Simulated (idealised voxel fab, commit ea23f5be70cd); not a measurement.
Herein follows the process module entitled voxel ribs on slabs.
Cross-section cut: width 275 nm, square cells of 5 nm.
Cross-sections here: square-cell grids, written as top-down lists of bands, a band being one or more rows of cells. It is stipulated that each band's entry specify, in nanometres, the height of the top of the band and then that of its bottom, followed by the materials of the band in left-to-right sequence, each together with its width in nanometres. A single material marked by the word "full width" is understood to fill the band from edge to edge; the word "air" is understood to denote empty space. Heads up on the height convention: 0 is the point under which the incoming wafer is all one material, and the lowest band has no bottom, it just keeps going down, like "0 and below". Width spec "30->40" -> top row of cells at first value, bottom row at second value, equal per-row change in between. Reading "nothing altered" for a step: not a cell of the cross-section changed in it. What "Cavities, sealed" gives you is every empty space of 8 cells or more that is cut off from the top. Each appears as width x height at distance, with the distance taken from the left edge and width, height and distance all in nm. Step line, after settings: the simulator's comment on this step. For masked steps, "overlay nm" on the step line gives how far right of plan the mask actually lay; a minus sign means it lay to the left.

## The steps planned for the process are as follows
| 1 | RECEIVE with material Si |
| 2 | DIRECTIONAL_DEP with material SiO2, thk nm 30 |
| 3 | DIRECTIONAL_DEP with material SiN, thk nm 25 |
| 4 | PATTERN with tone cover, mask id RIB, material resist, width nm 30, thk nm 20, overlay nm 0 |
| 5 | DIRECTIONAL_ETCH with etch materials SiN, depth nm 10 |
| 6 | STRIP with etch materials resist |
| 7 | DIRECTIONAL_DEP with material aC, thk nm 10 |
| 8 | PATTERN with tone cover, mask id SLAB, material resist, width nm 60, thk nm 30, overlay nm 0 |
| 9 | DIRECTIONAL_ETCH with etch materials aC, depth nm 10 |
| 10 | STRIP with etch materials resist |
| 11 | DIRECTIONAL_ETCH with etch materials SiN, depth nm 15 |
| 12 | STRIP with etch materials aC |
| 13 | FILL_DEP with material SiO2, thk nm 20 |
| 14 | CMP with height nm 70 |
| 15 | DIRECTIONAL_DEP with material TiN, thk nm 10 |
| 16 | DIRECTIONAL_DEP with material aC, thk nm 15 |
| 17 | PATTERN with tone cover, mask id HEATER, material resist, width nm 40, thk nm 35, overlay nm 0 |
| 18 | DIRECTIONAL_ETCH with etch materials aC, depth nm 15 |
| 19 | STRIP with etch materials resist |
| 20 | DIRECTIONAL_ETCH with etch materials TiN, depth nm 10 |
| 21 | STRIP with etch materials aC |
| 22 | CONFORMAL_DEP with material SiO2, thk nm 5 |

## First of two wafers - as planned

## Wafer at receipt (post step 1), cross-section
	0 and below | Si full width
	Cavities, sealed: none

## The wafer, seen in cross-section, after step 2
	30 down to 0 | SiO2 full width
	Below 0, no change.

## The wafer, seen in cross-section, after step 3
	55 down to 30 | SiN full width
	Below 30, no change.

## The wafer, seen in cross-section, after step 4
	75 down to 55 | 120 of air  30 of resist  125 of air
	Below 55, no change.

## The wafer, seen in cross-section, after step 5
	75 down to 55 | 120 of air  30 of resist  125 of air
	55 down to 45 | 120 of air  30 of SiN  125 of air
	Below 45, no change.

## The wafer, seen in cross-section, after step 6
	55 down to 45 | 120 of air  30 of SiN  125 of air
	Below 45, no change.

## The wafer, seen in cross-section, after step 7
	65 down to 55 | 120 of air  30 of aC  125 of air
	55 down to 45 | 120 of aC  30 of SiN  125 of aC
	Below 45, no change.

## The wafer, seen in cross-section, after step 8
	95 down to 65 | 105 of air  60 of resist  110 of air
	65 down to 55 | 105 of air  15 of resist  30 of aC  15 of resist  110 of air
	Below 55, no change.

## The wafer, seen in cross-section, after step 9
	85 down to 65 | 105 of air  60 of resist  110 of air
	65 down to 55 | 105 of air  15 of resist  30 of aC  15 of resist  110 of air
	55 down to 45 | 105 of air  15 of aC  30 of SiN  15 of aC  110 of air
	Below 45, no change.

## The wafer, seen in cross-section, after step 10
	65 down to 55 | 120 of air  30 of aC  125 of air
	Below 55, no change.

## The wafer, seen in cross-section, after step 11
	65 down to 55 | 120 of air  30 of aC  125 of air
	55 down to 45 | 105 of air  15 of aC  30 of SiN  15 of aC  110 of air
	45 down to 30 | 105 of air  60 of SiN  110 of air
	Below 30, no change.

## The wafer, seen in cross-section, after step 12
	55 down to 45 | 120 of air  30 of SiN  125 of air
	Below 45, no change.

## The wafer, seen in cross-section, after step 13
	75 down to 55 | SiO2 full width
	55 down to 45 | 120 of SiO2  30 of SiN  125 of SiO2
	45 down to 30 | 105 of SiO2  60 of SiN  110 of SiO2
	Below 30, no change.

## The wafer, seen in cross-section, after step 14
	70 down to 55 | SiO2 full width
	Below 55, no change.

## The wafer, seen in cross-section, after step 15
	80 down to 70 | TiN full width
	Below 70, no change.

## The wafer, seen in cross-section, after step 16
	95 down to 80 | aC full width
	Below 80, no change.

## The wafer, seen in cross-section, after step 17
	130 down to 95 | 115 of air  40 of resist  120 of air
	Below 95, no change.

## The wafer, seen in cross-section, after step 18
	115 down to 95 | 115 of air  40 of resist  120 of air
	95 down to 80 | 115 of air  40 of aC  120 of air
	Below 80, no change.

## The wafer, seen in cross-section, after step 19
	95 down to 80 | 115 of air  40 of aC  120 of air
	Below 80, no change.

## The wafer, seen in cross-section, after step 20
	95 down to 80 | 115 of air  40 of aC  120 of air
	80 down to 70 | 115 of air  40 of TiN  120 of air
	Below 70, no change.

## The wafer, seen in cross-section, after step 21
	80 down to 70 | 115 of air  40 of TiN  120 of air
	Below 70, no change.

## The wafer, seen in cross-section, after step 22
	85 down to 80 | 110 of air  50 of SiO2  115 of air
	80 down to 75 | 110 of air  5 of SiO2  40 of TiN  5 of SiO2  115 of air
	75 down to 70 | 115 of SiO2  40 of TiN  120 of SiO2
	Below 70, no change.

## Wafer two of two - same starting point, same process plan, one mistake in execution; matches wafer one up to and including step 3

## The second wafer in cross-section, at the planned close of step 4
	75 down to 55 | 120 of resist  30 of air  125 of resist
	Below 55, no change.

## The second wafer in cross-section, at the planned close of step 5
	75 down to 55 | 120 of resist  30 of air  125 of resist
	55 down to 45 | 120 of SiN  30 of air  125 of SiN
	Below 45, no change.

## The second wafer in cross-section, at the planned close of step 6
	55 down to 45 | 120 of SiN  30 of air  125 of SiN
	Below 45, no change.

## The second wafer in cross-section, at the planned close of step 7
	65 down to 55 | 120 of aC  30 of air  125 of aC
	55 down to 45 | 120 of SiN  30 of aC  125 of SiN
	Below 45, no change.

## The second wafer in cross-section, at the planned close of step 8
	95 down to 65 | 105 of air  60 of resist  110 of air
	65 down to 55 | 120 of aC  30 of resist  125 of aC
	Below 55, no change.

## The second wafer in cross-section, at the planned close of step 9
	85 down to 65 | 105 of air  60 of resist  110 of air
	65 down to 55 | 105 of air  15 of aC  30 of resist  15 of aC  110 of air
	Below 55, no change.

## The second wafer in cross-section, at the planned close of step 10
	65 down to 55 | 105 of air  15 of aC  30 of air  15 of aC  110 of air
	Below 55, no change.

## The second wafer in cross-section, at the planned close of step 11
	65 down to 55 | 105 of air  15 of aC  30 of air  15 of aC  110 of air
	55 down to 45 | 105 of air  15 of SiN  30 of aC  15 of SiN  110 of air
	45 down to 40 | 105 of air  60 of SiN  110 of air
	Below 40, no change.

## The second wafer in cross-section, at the planned close of step 12
	55 down to 45 | 105 of air  15 of SiN  30 of air  15 of SiN  110 of air
	Below 45, no change.

## The second wafer in cross-section, at the planned close of step 13
	75 down to 55 | SiO2 full width
	55 down to 45 | 105 of SiO2  15 of SiN  30 of SiO2  15 of SiN  110 of SiO2
	45 down to 40 | 105 of SiO2  60 of SiN  110 of SiO2
	Below 40, no change.

## The second wafer in cross-section, at the planned close of step 14
	70 down to 55 | SiO2 full width
	Below 55, no change.

## The second wafer in cross-section, at the planned close of step 15
	80 down to 70 | TiN full width
	Below 70, no change.

## The second wafer in cross-section, at the planned close of step 16
	95 down to 80 | aC full width
	Below 80, no change.

## The second wafer in cross-section, at the planned close of step 17
	130 down to 95 | 115 of air  40 of resist  120 of air
	Below 95, no change.

## The second wafer in cross-section, at the planned close of step 18
	115 down to 95 | 115 of air  40 of resist  120 of air
	95 down to 80 | 115 of air  40 of aC  120 of air
	Below 80, no change.

## The second wafer in cross-section, at the planned close of step 19
	95 down to 80 | 115 of air  40 of aC  120 of air
	Below 80, no change.

## The second wafer in cross-section, at the planned close of step 20
	95 down to 80 | 115 of air  40 of aC  120 of air
	80 down to 70 | 115 of air  40 of TiN  120 of air
	Below 70, no change.

## The second wafer in cross-section, at the planned close of step 21
	80 down to 70 | 115 of air  40 of TiN  120 of air
	Below 70, no change.

## The second wafer in cross-section, at the planned close of step 22
	85 down to 80 | 110 of air  50 of SiO2  115 of air
	80 down to 75 | 110 of air  5 of SiO2  40 of TiN  5 of SiO2  115 of air
	75 down to 70 | 115 of SiO2  40 of TiN  120 of SiO2
	Below 70, no change.
The plan and the run diverged here: step 4 ran as: PATTERN with tone open, mask id RIB, material resist, width nm 30, thk nm 20, overlay nm 0
The closing comparison, in cells, has the second wafer with more or fewer of some materials than the first: 86 more of SiN | 86 fewer of SiO2
